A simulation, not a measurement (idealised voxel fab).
The following process module bears the name voxel spacer lines.
Xsec cut, 200 nm wide, square cell size 5 nm.
Format of a cross-section: grid, square cells. Given as bands. Order: top down. Band: one or more rows of cells. Top, bottom (nm), then materials left to right with widths (nm); lone material tagged "full width" fills the whole band edge to edge; "air" = empty space. The level at which height equals 0 is the one under which the wafer, as it arrives, is entirely one material. No lower edge exists for the bottom band, which continues downward and is notated as in "0 nm and below". Think of "30..40" as a width that walks from the first number to the second as you go down the band, top row to bottom row, taking equal-sized steps from row to row. "remains unaltered" after a step means that no cell of the cross-section changed. "Enclosed cavity list" - sealed voids, min. 8 cells, no opening to top; format: width x height at distance (distance from left edge; nm throughout). Step line, after settings: the simulator's comment on this step. What "overlay nm" on a step's line means: if the step has a mask, that mask lay this far to the right of its planned place, or, when the value is negative, to the left.

## Planned step list for the process
1. RECEIVE: material Si
2. CONFORMAL_DEP: material Al2O3, thk nm 10
3. DIRECTIONAL_DEP: material TiN, thk nm 20
4. DIRECTIONAL_DEP: material polySi, thk nm 30
5. PATTERN: tone cover, mask id MANDREL, material resist, width nm 20, pitch nm 60, thk nm 35, overlay nm 0
6. DIRECTIONAL_ETCH: etch materials polySi, depth nm 30
7. STRIP: etch materials resist
8. CONFORMAL_DEP: material SiO2, thk nm 10
9. DIRECTIONAL_ETCH: etch materials SiO2, depth nm 10
10. STRIP: etch materials polySi
11. DIRECTIONAL_ETCH: etch materials TiN, depth nm 20
12. STRIP: etch materials SiO2
13. FILL_DEP: material lowk, thk nm 5
14. CMP: height nm 30

## Incoming wafer in cross-section (state: after step 1)
> 0 nm and below | Si full width
> Enclosed cavity list: none

## The first of two wafers, cross-sectioned at the end of the module, with the run proceeding as planned
> 30 nm to 10 nm | lowk (50)  TiN (10)  lowk (20)  TiN (10)  lowk (20)  TiN (10)  lowk (20)  TiN (10)  lowk (50)
> 10 nm to 0 nm | Al2O3 full width
> 0 nm and below | Si full width
> Enclosed cavity list: none

## End-of-module cross-section of the second wafer: identical starting point and process plan to the first, with one processing mistake
> 30 nm to 10 nm | lowk (55)  TiN (5)  lowk (20)  TiN (5)  lowk (30)  TiN (5)  lowk (20)  TiN (5)  lowk (55)
> 10 nm to 0 nm | Al2O3 full width
> 0 nm and below | Si full width
> Enclosed cavity list: none
Plan not followed: rather than as planned, step 8 actually ran as CONFORMAL_DEP: material SiO2, thk nm 5
It is noted that, at the conclusion of processing, the second wafer exhibits a higher or lower cell count for certain materials relative to the first: TiN: 16 fewer; lowk: 16 more
